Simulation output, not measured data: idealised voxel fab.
The following process module bears the name voxel ribs on slabs.
Section cut is 250 nm wide and gridded with 5 nm square cells.
Cross-section = grid of square cells, listed top down in bands; band = one or more rows. First you get the band's top height and its bottom height, in nm, and then the materials it's made of, left to right, with each width in nm. If you see a single material with "all across", that one covers the band edge to edge. "empty" is empty space. Heights from 0 (as-received wafer is one material below). Bottom band endless downward, as "0 and below". Graded width ("30->40"): value in top row of band = first number; value in bottom row = second number; row-to-row change constant. Take "remained the same" at face value: in the step it is given for, the cross-section changed in none of its cells. Empty spaces counting at least 8 cells and having no open way to the top are listed in "Sealed void list". The notation width x height at distance is used for each, the distance being from the left edge and all three values in nm. Whatever follows a step's settings on its line is a remark the simulator itself makes about that step. overlay nm: mask right of planned place by this much (step with mask). Neg. = left.
## Process steps (planned)
1) op RECEIVE | material Si
2) op DIRECTIONAL_DEP | material SiO2 | thk nm 30
3) op DIRECTIONAL_DEP | material polySi | thk nm 20
4) op PATTERN | tone cover | mask id RIB | material resist | width nm 30 | thk nm 20 | overlay nm 0
5) op DIRECTIONAL_ETCH | etch materials polySi | depth nm 5
6) op STRIP | etch materials resist
7) op MASKED_ETCH | tone cover | mask id SLAB | width nm 90 | etch materials polySi | depth nm 15 | overlay nm 0
8) op FILL_DEP | material SiO2 | thk nm 15
9) op CMP | height nm 60
10) op DIRECTIONAL_DEP | material TiN | thk nm 5
11) op DIRECTIONAL_DEP | material aC | thk nm 10
12) op PATTERN | tone cover | mask id HEATER | material resist | width nm 40 | thk nm 25 | overlay nm -15
13) op DIRECTIONAL_ETCH | etch materials aC | depth nm 10
14) op STRIP | etch materials resist
15) op DIRECTIONAL_ETCH | etch materials TiN | depth nm 5
16) op STRIP | etch materials aC
17) op CONFORMAL_DEP | material SiO2 | thk nm 10
Wafer-to-wafer difference: overlay nm, step 12. Common start. Plan = first wafer's value.
## This is how the first of several wafers looked in cross-section when it arrived, which is after step 1
    0 and below: Si all across
    Sealed void list: none
## End of the module, past its last step, step 17: how the first of several wafers looks in cross-section
    75 down to 70: empty: 80 / SiO2: 60 / empty: 110
    70 down to 65: SiO2 all across
    65 down to 60: SiO2: 90 / TiN: 40 / SiO2: 120
    60 down to 50: SiO2 all across
    50 down to 45: SiO2: 110 / polySi: 30 / SiO2: 110
    45 down to 30: SiO2: 80 / polySi: 90 / SiO2: 80
    30 down to 0: SiO2 all across
    0 and below: Si all across
    Sealed void list: none
## Cross-sectional view, end of module, last wafer of several
    75 down to 70: empty: 110 / SiO2: 60 / empty: 80
    70 down to 65: SiO2 all across
    65 down to 60: SiO2: 120 / TiN: 40 / SiO2: 90
    60 down to 50: SiO2 all across
    50 down to 45: SiO2: 110 / polySi: 30 / SiO2: 110
    45 down to 30: SiO2: 80 / polySi: 90 / SiO2: 80
    30 down to 0: SiO2 all across
    0 and below: Si all across
    Sealed void list: none
## Note: the following table is arranged by wafer, a row apiece. Each row reports the end-of-module state: per material, cells gained (+) or cells lost (-) compared with the wafer as received; closed voids follow
overlay nm -15, +644 SiO2, +8 TiN, +60 polySi, Sealed void list: none
overlay nm -10, +644 SiO2, +8 TiN, +60 polySi, Sealed void list: none
overlay nm -5, +644 SiO2, +8 TiN, +60 polySi, Sealed void list: none
overlay nm 0, +644 SiO2, +8 TiN, +60 polySi, Sealed void list: none
overlay nm 5, +644 SiO2, +8 TiN, +60 polySi, Sealed void list: none
overlay nm 10, +644 SiO2, +8 TiN, +60 polySi, Sealed void list: none
overlay nm 15, +644 SiO2, +8 TiN, +60 polySi, Sealed void list: none
